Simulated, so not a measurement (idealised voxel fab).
Title: Process Module voxel transistor to metal
The width of the displayed cross-section, cut, is 215 nm; its cells are square, with a size of 5 nm.
Reading order for cross-sections: top band down to bottom band. Underlying form: a grid of square cells. Band size: one or more rows of cells. Each band's line starts with the height of the band's top and of its bottom, in nm. Then come its materials from left to right, each with its width in nm. One material with "full width" fills the band from edge to edge. "air" is empty space. Heads up on the height convention: 0 is the point under which the incoming wafer is all one material, and the lowest band has no bottom, it just keeps going down, like "0 -> down". Width: "30..40" (first number = top row, second number = bottom row, same change from row to row of cells). "remains unaltered" (step): cross-section cells unchanged, all of them. The entry "Cavities, sealed" lists the empty spaces that cover at least 8 cells and have no open path to the top. Each is written as width x height at distance, where the distance is measured from the left edge and all three values are in nm. Note: text after step settings on the step line = simulator remark on that step. overlay nm: how far to the right of its planned place the mask lay on this masked step (negative: to the left).
**The steps planned for the process are as follows**
1. RECEIVE (material Si)
2. OXIDIZE (depth nm 5)
3. CONFORMAL_DEP (material SiN; thk nm 10)
4. DIRECTIONAL_DEP (material aC; thk nm 10)
5. PATTERN (tone cover; mask id ACTIVE; material resist; width nm 120; thk nm 25; overlay nm 0)
6. DIRECTIONAL_ETCH (etch materials aC; depth nm 10)
7. STRIP (etch materials resist)
8. DIRECTIONAL_ETCH (etch materials SiN; depth nm 10)
9. DIRECTIONAL_ETCH (etch materials SiO2; depth nm 5)
10. DIRECTIONAL_ETCH (etch materials Si; depth nm 25)
11. STRIP (etch materials aC)
12. FILL_DEP (material SiO2; thk nm 15)
13. CMP (height nm 10)
14. SELECTIVE_ETCH (etch materials SiO2; depth nm 5)
15. STRIP (etch materials SiN)
16. SELECTIVE_ETCH (etch materials SiO2; depth nm 5)
17. OXIDIZE (depth nm 5)
18. DIRECTIONAL_DEP (material polySi; thk nm 20)
19. DIRECTIONAL_DEP (material SiCN; thk nm 10)
20. MASKED_ETCH (tone cover; mask id GATE; width nm 30; etch materials SiCN; depth nm 20; overlay nm 0)
21. MASKED_ETCH (tone cover; mask id GATE; width nm 30; etch materials polySi; depth nm 30; overlay nm 0)
22. CONFORMAL_DEP (material SiO2; thk nm 5)
23. DIRECTIONAL_ETCH (etch materials SiO2; depth nm 5)
24. CONFORMAL_DEP (material SiN; thk nm 5)
25. DIRECTIONAL_ETCH (etch materials SiN; depth nm 5)
26. DIRECTIONAL_ETCH (etch materials SiO2; depth nm 5)
27. EPI (material pSi; thk nm 5)
28. FILL_DEP (material SiO2; thk nm 10)
29. CMP (height nm 15)
30. STRIP (etch materials polySi)
31. SELECTIVE_ETCH (etch materials SiO2; depth nm 5)
32. CONFORMAL_DEP (material HfO2; thk nm 5)
33. CONFORMAL_DEP (material TiN; thk nm 5)
34. FILL_DEP (material W; thk nm 10)
35. CMP (height nm 10)
36. DIRECTIONAL_DEP (material SiO2; thk nm 15)
37. MASKED_ETCH (tone open; mask id CONTACT; width nm 20; pitch nm 90; etch materials SiO2; depth nm 30; overlay nm 0)
38. CONFORMAL_DEP (material TiN; thk nm 5)
39. FILL_DEP (material W; thk nm 10)
40. CMP (height nm 25)
41. CONFORMAL_DEP (material SiN; thk nm 5)
42. DIRECTIONAL_DEP (material SiO2; thk nm 20)
43. MASKED_ETCH (tone open; mask id METAL_1; width nm 20; pitch nm 90; etch materials SiO2; depth nm 20; overlay nm 0)
44. MASKED_ETCH (tone open; mask id METAL_1; width nm 15; pitch nm 90; etch materials SiN; depth nm 5; overlay nm 0)
45. CONFORMAL_DEP (material TiN; thk nm 5)
46. FILL_DEP (material Ru; thk nm 5)
47. CMP (height nm 50)
48. CONFORMAL_DEP (material SiCN; thk nm 5)
Don't read the plan's width nm for step 44 as applying to every wafer: that's the first wafer's value, and the wafers differ in it, though they all start identical.
**So this is the first of several wafers, cross-sectioned as it came to us, meaning it's at the end of step 1**
0 -> down = Si full width
Cavities, sealed: none
**Post step 48, the closing step of the module: first of several wafers, cross-sectioned**
55 -> 50 = SiCN full width
50 -> 35 = SiO2 50; TiN 5; Ru 10; TiN 5; SiO2 70; TiN 5; Ru 10; TiN 5; SiO2 55
35 -> 30 = SiO2 50; TiN 10; Ru 5; TiN 5; SiO2 70; TiN 10; Ru 5; TiN 5; SiO2 55
30 -> 25 = SiN 55; TiN 15; SiN 75; TiN 15; SiN 55
25 -> 10 = SiO2 50; TiN 5; W 10; TiN 5; SiO2 70; TiN 5; W 10; TiN 5; SiO2 55
10 -> 0 = SiO2 50; TiN 5; W 10; TiN 5; SiO2 10; SiN 5; HfO2 5; TiN 5; W 20; TiN 5; HfO2 5; SiN 5; SiO2 10; TiN 5; W 10; TiN 5; SiO2 55
0 -> -5 = SiO2 45; SiN 5; TiN 20; SiO2 10; SiN 5; HfO2 5; TiN 30; HfO2 5; SiN 5; SiO2 10; TiN 20; SiN 5; SiO2 50
-5 -> -10 = SiO2 50; pSi 30; SiO2 5; HfO2 40; SiO2 5; pSi 30; SiO2 55
-10 -> -30 = SiO2 45; Si 120; SiO2 50
-30 -> down = Si full width
Cavities, sealed: none
**X-section, last wafer, module end**
55 -> 50 = SiCN full width
50 -> 30 = SiO2 50; TiN 5; Ru 10; TiN 5; SiO2 70; TiN 5; Ru 10; TiN 5; SiO2 55
30 -> 25 = SiN 50; TiN 20; SiN 70; TiN 20; SiN 55
25 -> 10 = SiO2 50; TiN 5; W 10; TiN 5; SiO2 70; TiN 5; W 10; TiN 5; SiO2 55
10 -> 0 = SiO2 50; TiN 5; W 10; TiN 5; SiO2 10; SiN 5; HfO2 5; TiN 5; W 20; TiN 5; HfO2 5; SiN 5; SiO2 10; TiN 5; W 10; TiN 5; SiO2 55
0 -> -5 = SiO2 45; SiN 5; TiN 20; SiO2 10; SiN 5; HfO2 5; TiN 30; HfO2 5; SiN 5; SiO2 10; TiN 20; SiN 5; SiO2 50
-5 -> -10 = SiO2 50; pSi 30; SiO2 5; HfO2 40; SiO2 5; pSi 30; SiO2 55
-10 -> -30 = SiO2 45; Si 120; SiO2 50
-30 -> down = Si full width
Cavities, sealed: none
**Per wafer (row), end of module: delta in cells per material since receipt, (+) for gained, (-) for lost; closed voids after that**
width nm 15; +14 HfO2; +14 Ru; -162 Si; +43 SiCN; +45 SiN; +417 SiO2; +62 TiN; +28 W; +12 pSi; Cavities, sealed: none
width nm 20; +14 HfO2; +16 Ru; -162 Si; +43 SiCN; +43 SiN; +417 SiO2; +62 TiN; +28 W; +12 pSi; Cavities, sealed: none
width nm 25; +14 HfO2; +16 Ru; -162 Si; +43 SiCN; +43 SiN; +417 SiO2; +62 TiN; +28 W; +12 pSi; Cavities, sealed: none
width nm 30; +14 HfO2; +16 Ru; -162 Si; +43 SiCN; +43 SiN; +417 SiO2; +62 TiN; +28 W; +12 pSi; Cavities, sealed: none
width nm 35; +14 HfO2; +16 Ru; -162 Si; +43 SiCN; +43 SiN; +417 SiO2; +62 TiN; +28 W; +12 pSi; Cavities, sealed: none
